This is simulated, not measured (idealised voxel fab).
Title: Process Module voxel capacitor over wiring
Section cut is 220 nm wide and gridded with 5 nm square cells.
Cross-section = grid of square cells, listed top down in bands; band = one or more rows. The band entry comprises the height of the band's top followed by the height of its bottom, expressed in nm, and subsequently the band's materials from left to right, each stated together with its width in nm. Where a single material is marked with the word "edge to edge", that material fills the band from edge to edge. The word "empty" represents empty space. Where do heights start? At 0: under that level the wafer as delivered is made of one material only. And the lowest band has no floor; it just carries on downward, as in "top 0, no bottom". The notation "30->40" denotes a width that varies across the rows of cells in the band, beginning at the first number in the top row, finishing at the second number in the bottom row, and changing by an identical amount from each row to the next. You'll sometimes find "same as before" written for a step, and that's the way of saying that nowhere in the cross-section did a cell change during that step. The entry titled "Closed void table" provides the empty spaces that have no open way to the top, restricted to those of 8 cells or more. Each is presented as width x height at distance, the distance being measured from the left edge, with all three in nm. It should be noted that, on the line of a given step, the content following the step's settings is a remark produced by the simulator itself with respect to that step. When a step includes a mask, the "overlay nm" setting on its line states how far to the right of its planned place that mask lay, and negative values state how far to the left.
### Planned process steps
| 1 | RECEIVE [material Si] |
| 2 | CONFORMAL_DEP [material SiO2] [thk nm 15] |
| 3 | DIRECTIONAL_DEP [material TiN] [thk nm 5] |
| 4 | DIRECTIONAL_DEP [material Ru] [thk nm 15] |
| 5 | DIRECTIONAL_DEP [material aC] [thk nm 10] |
| 6 | PATTERN [tone cover] [mask id METAL_1] [material resist] [width nm 25] [pitch nm 85] [thk nm 30] [overlay nm 0] |
| 7 | DIRECTIONAL_ETCH [etch materials aC] [depth nm 10] |
| 8 | STRIP [etch materials resist] |
| 9 | DIRECTIONAL_ETCH [etch materials Ru] [depth nm 15] |
| 10 | DIRECTIONAL_ETCH [etch materials TiN] [depth nm 5] |
| 11 | STRIP [etch materials aC] |
| 12 | CONFORMAL_DEP [material SiN] [thk nm 5] |
| 13 | FILL_DEP [material SiO2] [thk nm 5] |
| 14 | CMP [height nm 35] |
| 15 | CONFORMAL_DEP [material SiCN] [thk nm 5] |
| 16 | DIRECTIONAL_DEP [material lowk] [thk nm 20] |
| 17 | PATTERN [tone open] [mask id PLUG_1] [material resist] [width nm 15] [thk nm 15] [overlay nm 0] |
| 18 | DIRECTIONAL_ETCH [etch materials lowk] [depth nm 20] |
| 19 | DIRECTIONAL_ETCH [etch materials SiCN] [depth nm 5] |
| 20 | STRIP [etch materials resist] |
| 21 | EPI [material Ru] [thk nm 10] |
| 22 | EPI [material Ru] [thk nm 10] |
| 23 | EPI [material Ru] [thk nm 5] |
| 24 | DIRECTIONAL_DEP [material TiN] [thk nm 10] |
| 25 | DIRECTIONAL_DEP [material Al2O3] [thk nm 5] |
| 26 | DIRECTIONAL_DEP [material TiN] [thk nm 5] |
| 27 | MASKED_ETCH [tone cover] [mask id UPPER_PLATE] [width nm 65] [etch materials TiN] [depth nm 5] [overlay nm 0] |
| 28 | MASKED_ETCH [tone cover] [mask id UPPER_PLATE] [width nm 65] [etch materials Al2O3] [depth nm 5] [overlay nm 0] |
| 29 | PATTERN [tone cover] [mask id LOWER_PLATE] [material resist] [width nm 75] [thk nm 20] [overlay nm 0] |
| 30 | DIRECTIONAL_ETCH [etch materials TiN] [depth nm 10] |
| 31 | STRIP [etch materials resist] |
| 32 | FILL_DEP [material SiO2] [thk nm 15] |
| 33 | CMP [height nm 90] |
| 34 | DIRECTIONAL_DEP [material aC] [thk nm 10] |
| 35 | PATTERN [tone open] [mask id PLUG_2] [material resist] [width nm 15] [thk nm 30] [overlay nm 0] |
| 36 | DIRECTIONAL_ETCH [etch materials aC] [depth nm 10] |
| 37 | STRIP [etch materials resist] |
| 38 | DIRECTIONAL_ETCH [etch materials SiO2] [depth nm 10] |
| 39 | STRIP [etch materials aC] |
| 40 | CONFORMAL_DEP [material TiN] [thk nm 5] |
| 41 | FILL_DEP [material W] [thk nm 5] |
| 42 | CMP [height nm 90] |
| 43 | CONFORMAL_DEP [material SiCN] [thk nm 5] |
### Concerning the first of two wafers, which was run in accordance with the plan
### Here's what the wafer looked like in cross-section when it arrived - that's after step 1
top 0, no bottom | Si edge to edge
Closed void table: none
### after step 2
top 15, bottom 0 | SiO2 edge to edge
Rest of section, below 0: as before.
### after step 3
top 20, bottom 15 | TiN edge to edge
Rest of section, below 15: as before.
### after step 4
top 35, bottom 20 | Ru edge to edge
Rest of section, below 20: as before.
### after step 5
top 45, bottom 35 | aC edge to edge
Rest of section, below 35: as before.
### after step 6
top 75, bottom 45 | 55 empty  25 resist  60 empty  25 resist  55 empty
Rest of section, below 45: as before.
### after step 7
top 65, bottom 45 | 55 empty  25 resist  60 empty  25 resist  55 empty
top 45, bottom 35 | 55 empty  25 aC  60 empty  25 aC  55 empty
Rest of section, below 35: as before.
### after step 8
top 45, bottom 35 | 55 empty  25 aC  60 empty  25 aC  55 empty
Rest of section, below 35: as before.
### after step 9
top 45, bottom 35 | 55 empty  25 aC  60 empty  25 aC  55 empty
top 35, bottom 20 | 55 empty  25 Ru  60 empty  25 Ru  55 empty
Rest of section, below 20: as before.
### after step 10
top 45, bottom 35 | 55 empty  25 aC  60 empty  25 aC  55 empty
top 35, bottom 20 | 55 empty  25 Ru  60 empty  25 Ru  55 empty
top 20, bottom 15 | 55 empty  25 TiN  60 empty  25 TiN  55 empty
Rest of section, below 15: as before.
### after step 11
top 35, bottom 20 | 55 empty  25 Ru  60 empty  25 Ru  55 empty
Rest of section, below 20: as before.
### after step 12
top 40, bottom 35 | 50 empty  35 SiN  50 empty  35 SiN  50 empty
top 35, bottom 20 | 50 empty  5 SiN  25 Ru  5 SiN  50 empty  5 SiN  25 Ru  5 SiN  50 empty
top 20, bottom 15 | 55 SiN  25 TiN  60 SiN  25 TiN  55 SiN
Rest of section, below 15: as before.
### after step 13
top 45, bottom 40 | SiO2 edge to edge
top 40, bottom 35 | 50 SiO2  35 SiN  50 SiO2  35 SiN  50 SiO2
top 35, bottom 20 | 50 SiO2  5 SiN  25 Ru  5 SiN  50 SiO2  5 SiN  25 Ru  5 SiN  50 SiO2
Rest of section, below 20: as before.
### after step 14
top 35, bottom 20 | 50 SiO2  5 SiN  25 Ru  5 SiN  50 SiO2  5 SiN  25 Ru  5 SiN  50 SiO2
Rest of section, below 20: as before.
### after step 15
top 40, bottom 35 | SiCN edge to edge
Rest of section, below 35: as before.
### after step 16
top 60, bottom 40 | lowk edge to edge
Rest of section, below 40: as before.
### after step 17
top 75, bottom 60 | 65 resist  15 empty  140 resist
Rest of section, below 60: as before.
### after step 18
top 75, bottom 60 | 65 resist  15 empty  140 resist
top 60, bottom 40 | 65 lowk  15 empty  140 lowk
Rest of section, below 40: as before.
### after step 19
top 75, bottom 60 | 65 resist  15 empty  140 resist
top 60, bottom 40 | 65 lowk  15 empty  140 lowk
top 40, bottom 35 | 65 SiCN  15 empty  140 SiCN
Rest of section, below 35: as before.
### after step 20
top 60, bottom 40 | 65 lowk  15 empty  140 lowk
Rest of section, below 40: as before.
### after step 21
top 60, bottom 45 | 65 lowk  15 empty  140 lowk
top 45, bottom 40 | 65 lowk  15 Ru  140 lowk
top 40, bottom 35 | 65 SiCN  15 Ru  140 SiCN
Rest of section, below 35: as before.
### after step 22
top 60, bottom 55 | 65 lowk  15 empty  140 lowk
top 55, bottom 40 | 65 lowk  15 Ru  140 lowk
Rest of section, below 40: as before.
### after step 23
top 60, bottom 40 | 65 lowk  15 Ru  140 lowk
Rest of section, below 40: as before.
### after step 24
top 70, bottom 60 | TiN edge to edge
Rest of section, below 60: as before.
### after step 25
top 75, bottom 70 | Al2O3 edge to edge
Rest of section, below 70: as before.
### after step 26
top 80, bottom 75 | TiN edge to edge
Rest of section, below 75: as before.
### after step 27
top 80, bottom 75 | 65 empty  65 TiN  90 empty
Rest of section, below 75: as before.
### after step 28
top 80, bottom 75 | 65 empty  65 TiN  90 empty
top 75, bottom 70 | 65 empty  65 Al2O3  90 empty
Rest of section, below 70: as before.
### after step 29
top 100, bottom 80 | 60 empty  75 resist  85 empty
top 80, bottom 75 | 60 empty  5 resist  65 TiN  5 resist  85 empty
top 75, bottom 70 | 60 empty  5 resist  65 Al2O3  5 resist  85 empty
Rest of section, below 70: as before.
### after step 30
top 100, bottom 80 | 60 empty  75 resist  85 empty
top 80, bottom 75 | 60 empty  5 resist  65 TiN  5 resist  85 empty
top 75, bottom 70 | 60 empty  5 resist  65 Al2O3  5 resist  85 empty
top 70, bottom 60 | 60 empty  75 TiN  85 empty
Rest of section, below 60: as before.
### after step 31
top 80, bottom 75 | 65 empty  65 TiN  90 empty
top 75, bottom 70 | 65 empty  65 Al2O3  90 empty
Rest of section, below 70: as before.
### after step 32
top 95, bottom 80 | SiO2 edge to edge
top 80, bottom 75 | 65 SiO2  65 TiN  90 SiO2
top 75, bottom 70 | 65 SiO2  65 Al2O3  90 SiO2
top 70, bottom 60 | 60 SiO2  75 TiN  85 SiO2
Rest of section, below 60: as before.
### after step 33
top 90, bottom 80 | SiO2 edge to edge
Rest of section, below 80: as before.
### after step 34
top 100, bottom 90 | aC edge to edge
Rest of section, below 90: as before.
### after step 35
top 130, bottom 100 | 75 resist  15 empty  130 resist
Rest of section, below 100: as before.
### after step 36
top 120, bottom 100 | 75 resist  15 empty  130 resist
top 100, bottom 90 | 75 aC  15 empty  130 aC
Rest of section, below 90: as before.
### after step 37
top 100, bottom 90 | 75 aC  15 empty  130 aC
Rest of section, below 90: as before.
### after step 38
top 100, bottom 90 | 75 aC  15 empty  130 aC
top 90, bottom 80 | 75 SiO2  15 empty  130 SiO2
Rest of section, below 80: as before.
### after step 39
top 90, bottom 80 | 75 SiO2  15 empty  130 SiO2
Rest of section, below 80: as before.
### after step 40
top 95, bottom 90 | 80 TiN  5 empty  135 TiN
top 90, bottom 85 | 75 SiO2  5 TiN  5 empty  5 TiN  130 SiO2
top 85, bottom 75 | 75->65 SiO2  15->65 TiN  130->90 SiO2
Rest of section, below 75: as before.
### after step 41
top 100, bottom 95 | W edge to edge
top 95, bottom 90 | 80 TiN  5 W  135 TiN
top 90, bottom 85 | 75 SiO2  5 TiN  5 W  5 TiN  130 SiO2
Rest of section, below 85: as before.
### after step 42
top 90, bottom 85 | 75 SiO2  5 TiN  5 W  5 TiN  130 SiO2
Rest of section, below 85: as before.
### after step 43
top 95, bottom 90 | SiCN edge to edge
Rest of section, below 90: as before.
### The remaining wafer, second of the two, started like the first and was run to the same plan, except that one mistake was made along the way; the two coincide through step 12, inclusive
### Here is the second wafer in cross-section at the point where step 13 of the plan should have been done
top 45, bottom 40 | lowk edge to edge
top 40, bottom 35 | 50 lowk  35 SiN  50 lowk  35 SiN  50 lowk
top 35, bottom 20 | 50 lowk  5 SiN  25 Ru  5 SiN  50 lowk  5 SiN  25 Ru  5 SiN  50 lowk
Rest of section, below 20: as before.
### Here is the second wafer in cross-section at the point where step 14 of the plan should have been done
top 35, bottom 20 | 50 lowk  5 SiN  25 Ru  5 SiN  50 lowk  5 SiN  25 Ru  5 SiN  50 lowk
Rest of section, below 20: as before.
### Here is the second wafer in cross-section at the point where step 15 of the plan should have been done
top 40, bottom 35 | SiCN edge to edge
Rest of section, below 35: as before.
### Here is the second wafer in cross-section at the point where step 16 of the plan should have been done
top 60, bottom 40 | lowk edge to edge
Rest of section, below 40: as before.
### Here is the second wafer in cross-section at the point where step 17 of the plan should have been done
top 75, bottom 60 | 65 resist  15 empty  140 resist
Rest of section, below 60: as before.
### Here is the second wafer in cross-section at the point where step 18 of the plan should have been done
top 75, bottom 60 | 65 resist  15 empty  140 resist
top 60, bottom 40 | 65 lowk  15 empty  140 lowk
Rest of section, below 40: as before.
### Here is the second wafer in cross-section at the point where step 19 of the plan should have been done
top 75, bottom 60 | 65 resist  15 empty  140 resist
top 60, bottom 40 | 65 lowk  15 empty  140 lowk
top 40, bottom 35 | 65 SiCN  15 empty  140 SiCN
Rest of section, below 35: as before.
### Here is the second wafer in cross-section at the point where step 20 of the plan should have been done
top 60, bottom 40 | 65 lowk  15 empty  140 lowk
Rest of section, below 40: as before.
### Here is the second wafer in cross-section at the point where step 21 of the plan should have been done
top 60, bottom 45 | 65 lowk  15 empty  140 lowk
top 45, bottom 40 | 65 lowk  15 Ru  140 lowk
top 40, bottom 35 | 65 SiCN  15 Ru  140 SiCN
Rest of section, below 35: as before.
### Here is the second wafer in cross-section at the point where step 22 of the plan should have been done
top 60, bottom 55 | 65 lowk  15 empty  140 lowk
top 55, bottom 40 | 65 lowk  15 Ru  140 lowk
Rest of section, below 40: as before.
### Here is the second wafer in cross-section at the point where step 23 of the plan should have been done
top 60, bottom 40 | 65 lowk  15 Ru  140 lowk
Rest of section, below 40: as before.
### Here is the second wafer in cross-section at the point where step 24 of the plan should have been done
top 70, bottom 60 | TiN edge to edge
Rest of section, below 60: as before.
### Here is the second wafer in cross-section at the point where step 25 of the plan should have been done
top 75, bottom 70 | Al2O3 edge to edge
Rest of section, below 70: as before.
### Here is the second wafer in cross-section at the point where step 26 of the plan should have been done
top 80, bottom 75 | TiN edge to edge
Rest of section, below 75: as before.
### Here is the second wafer in cross-section at the point where step 27 of the plan should have been done
top 80, bottom 75 | 65 empty  65 TiN  90 empty
Rest of section, below 75: as before.
### Here is the second wafer in cross-section at the point where step 28 of the plan should have been done
top 80, bottom 75 | 65 empty  65 TiN  90 empty
top 75, bottom 70 | 65 empty  65 Al2O3  90 empty
Rest of section, below 70: as before.
### Here is the second wafer in cross-section at the point where step 29 of the plan should have been done
top 100, bottom 80 | 60 empty  75 resist  85 empty
top 80, bottom 75 | 60 empty  5 resist  65 TiN  5 resist  85 empty
top 75, bottom 70 | 60 empty  5 resist  65 Al2O3  5 resist  85 empty
Rest of section, below 70: as before.
### Here is the second wafer in cross-section at the point where step 30 of the plan should have been done
top 100, bottom 80 | 60 empty  75 resist  85 empty
top 80, bottom 75 | 60 empty  5 resist  65 TiN  5 resist  85 empty
top 75, bottom 70 | 60 empty  5 resist  65 Al2O3  5 resist  85 empty
top 70, bottom 60 | 60 empty  75 TiN  85 empty
Rest of section, below 60: as before.
### Here is the second wafer in cross-section at the point where step 31 of the plan should have been done
top 80, bottom 75 | 65 empty  65 TiN  90 empty
top 75, bottom 70 | 65 empty  65 Al2O3  90 empty
Rest of section, below 70: as before.
### Here is the second wafer in cross-section at the point where step 32 of the plan should have been done
top 95, bottom 80 | SiO2 edge to edge
top 80, bottom 75 | 65 SiO2  65 TiN  90 SiO2
top 75, bottom 70 | 65 SiO2  65 Al2O3  90 SiO2
top 70, bottom 60 | 60 SiO2  75 TiN  85 SiO2
Rest of section, below 60: as before.
### Here is the second wafer in cross-section at the point where step 33 of the plan should have been done
top 90, bottom 80 | SiO2 edge to edge
Rest of section, below 80: as before.
### Here is the second wafer in cross-section at the point where step 34 of the plan should have been done
top 100, bottom 90 | aC edge to edge
Rest of section, below 90: as before.
### Here is the second wafer in cross-section at the point where step 35 of the plan should have been done
top 130, bottom 100 | 75 resist  15 empty  130 resist
Rest of section, below 100: as before.
### Here is the second wafer in cross-section at the point where step 36 of the plan should have been done
top 120, bottom 100 | 75 resist  15 empty  130 resist
top 100, bottom 90 | 75 aC  15 empty  130 aC
Rest of section, below 90: as before.
### Here is the second wafer in cross-section at the point where step 37 of the plan should have been done
top 100, bottom 90 | 75 aC  15 empty  130 aC
Rest of section, below 90: as before.
### Here is the second wafer in cross-section at the point where step 38 of the plan should have been done
top 100, bottom 90 | 75 aC  15 empty  130 aC
top 90, bottom 80 | 75 SiO2  15 empty  130 SiO2
Rest of section, below 80: as before.
### Here is the second wafer in cross-section at the point where step 39 of the plan should have been done
top 90, bottom 80 | 75 SiO2  15 empty  130 SiO2
Rest of section, below 80: as before.
### Here is the second wafer in cross-section at the point where step 40 of the plan should have been done
top 95, bottom 90 | 80 TiN  5 empty  135 TiN
top 90, bottom 85 | 75 SiO2  5 TiN  5 empty  5 TiN  130 SiO2
top 85, bottom 75 | 75->65 SiO2  15->65 TiN  130->90 SiO2
Rest of section, below 75: as before.
### Here is the second wafer in cross-section at the point where step 41 of the plan should have been done
top 100, bottom 95 | W edge to edge
top 95, bottom 90 | 80 TiN  5 W  135 TiN
top 90, bottom 85 | 75 SiO2  5 TiN  5 W  5 TiN  130 SiO2
Rest of section, below 85: as before.
### Here is the second wafer in cross-section at the point where step 42 of the plan should have been done
top 90, bottom 85 | 75 SiO2  5 TiN  5 W  5 TiN  130 SiO2
Rest of section, below 85: as before.
### Here is the second wafer in cross-section at the point where step 43 of the plan should have been done
top 95, bottom 90 | SiCN edge to edge
Rest of section, below 90: as before.
Which mistake was made when the wafer was run? not per plan at step 13, really ran FILL_DEP [material lowk] [thk nm 5]
Final difference in cells, second wafer against first, listed per material as more or fewer: -90 SiO2; +90 lowk
